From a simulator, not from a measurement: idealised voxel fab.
The document below concerns the process module designated voxel spacer lines.
Displayed cross-section: cut, width of 280 nm, square cells sized 5 nm.
Cross-section layout: square cells on a grid; listed as bands, top to bottom; a band spans one or more cell rows.
A band entry consists of two parts. The first gives the height of the band's top and the height of its bottom, in nm. The rest lists the band's materials from left to right, each with its width in nm. A single material labelled with the word "throughout" fills the band from edge to edge, and the word "empty" marks empty space.
Heights are expressed relative to 0, this being the level below which the as-received wafer comprises one material exclusively. The lowest band is unbounded in the downward direction and is denoted as in "0..down".
A width such as "30->40" changes by the same amount from each row of cells to the next, from the band's top row to its bottom row.
No cell of the cross-section changed in a step that is given as "no modifications".
Any empty space of 8 cells or more lacking an open way to the top shows up in "Enclosed void entries" as width x height at distance, distance from the left edge, in nm.
Step line, after settings: the simulator's comment on this step.
overlay nm: right-of-plan distance of the mask on a masked step; negative values mean left-of-plan.
**Process steps (planned)**
1 RECEIVE (material Si)
2 CONFORMAL_DEP (material Al2O3; thk nm 10)
3 DIRECTIONAL_DEP (material polySi; thk nm 15)
4 DIRECTIONAL_DEP (material aC; thk nm 20)
5 PATTERN (tone cover; mask id MANDREL; material resist; width nm 20; pitch nm 60; thk nm 30; overlay nm 0)
6 DIRECTIONAL_ETCH (etch materials aC; depth nm 20)
7 STRIP (etch materials resist)
8 CONFORMAL_DEP (material SiO2; thk nm 10)
9 DIRECTIONAL_ETCH (etch materials SiO2; depth nm 10)
10 STRIP (etch materials aC)
11 DIRECTIONAL_ETCH (etch materials polySi; depth nm 15)
12 STRIP (etch materials SiO2)
**First of the two wafers, run per plan**
**So this is the incoming wafer in cross-section - it's already been through step 1**
    0..down: Si throughout
    Enclosed void entries: none
**Wafer xsec, post step 2**
    10..0: Al2O3 throughout
    No changes below 0.
**Wafer xsec, post step 3**
    25..10: polySi throughout
    No changes below 10.
**Wafer xsec, post step 4**
    45..25: aC throughout
    No changes below 25.
**Wafer xsec, post step 5**
    75..45: empty (100) / resist (20) / empty (40) / resist (20) / empty (100)
    No changes below 45.
**Wafer xsec, post step 6**
    55..45: empty (100) / resist (20) / empty (40) / resist (20) / empty (100)
    45..25: empty (100) / aC (20) / empty (40) / aC (20) / empty (100)
    No changes below 25.
**Wafer xsec, post step 7**
    45..25: empty (100) / aC (20) / empty (40) / aC (20) / empty (100)
    No changes below 25.
**Wafer xsec, post step 8**
    55..45: empty (90) / SiO2 (40) / empty (20) / SiO2 (40) / empty (90)
    45..35: empty (90) / SiO2 (10) / aC (20) / SiO2 (10) / empty (20) / SiO2 (10) / aC (20) / SiO2 (10) / empty (90)
    35..25: SiO2 (100) / aC (20) / SiO2 (40) / aC (20) / SiO2 (100)
    No changes below 25.
**Wafer xsec, post step 9**
    45..25: empty (90) / SiO2 (10) / aC (20) / SiO2 (10) / empty (20) / SiO2 (10) / aC (20) / SiO2 (10) / empty (90)
    No changes below 25.
**Wafer xsec, post step 10**
    45..25: empty (90) / SiO2 (10) / empty (20) / SiO2 (10) / empty (20) / SiO2 (10) / empty (20) / SiO2 (10) / empty (90)
    No changes below 25.
**Wafer xsec, post step 11**
    45..25: empty (90) / SiO2 (10) / empty (20) / SiO2 (10) / empty (20) / SiO2 (10) / empty (20) / SiO2 (10) / empty (90)
    25..10: empty (90) / polySi (10) / empty (20) / polySi (10) / empty (20) / polySi (10) / empty (20) / polySi (10) / empty (90)
    No changes below 10.
**Wafer xsec, post step 12**
    25..10: empty (90) / polySi (10) / empty (20) / polySi (10) / empty (20) / polySi (10) / empty (20) / polySi (10) / empty (90)
    No changes below 10.
**Second wafer. Start and plan as for the first. One mistake made in running. Agrees with the first up to and including step 4**
**Cross-section of the second wafer at the time by which step 5 should have been completed according to the plan**
    75..45: resist (100) / empty (20) / resist (40) / empty (20) / resist (100)
    No changes below 45.
**Cross-section of the second wafer at the time by which step 6 should have been completed according to the plan**
    55..45: resist (100) / empty (20) / resist (40) / empty (20) / resist (100)
    45..25: aC (100) / empty (20) / aC (40) / empty (20) / aC (100)
    No changes below 25.
**Cross-section of the second wafer at the time by which step 7 should have been completed according to the plan**
    45..25: aC (100) / empty (20) / aC (40) / empty (20) / aC (100)
    No changes below 25.
**Cross-section of the second wafer at the time by which step 8 should have been completed according to the plan**
    55..45: SiO2 throughout
    45..25: aC (100) / SiO2 (20) / aC (40) / SiO2 (20) / aC (100)
    No changes below 25.
**Cross-section of the second wafer at the time by which step 9 should have been completed according to the plan**
    45..25: aC (100) / SiO2 (20) / aC (40) / SiO2 (20) / aC (100)
    No changes below 25.
**Cross-section of the second wafer at the time by which step 10 should have been completed according to the plan**
    45..25: empty (100) / SiO2 (20) / empty (40) / SiO2 (20) / empty (100)
    No changes below 25.
**Cross-section of the second wafer at the time by which step 11 should have been completed according to the plan**
    45..25: empty (100) / SiO2 (20) / empty (40) / SiO2 (20) / empty (100)
    25..10: empty (100) / polySi (20) / empty (40) / polySi (20) / empty (100)
    No changes below 10.
**Cross-section of the second wafer at the time by which step 12 should have been completed according to the plan**
    25..10: empty (100) / polySi (20) / empty (40) / polySi (20) / empty (100)
    No changes below 10.
Error vs. plan: step 5 went in with a setting other than planned; the actual run was PATTERN (tone open; mask id MANDREL; material resist; width nm 20; pitch nm 60; thk nm 30; overlay nm 0)
Final wafers compared: equal cell tally per material, rearranged layout.
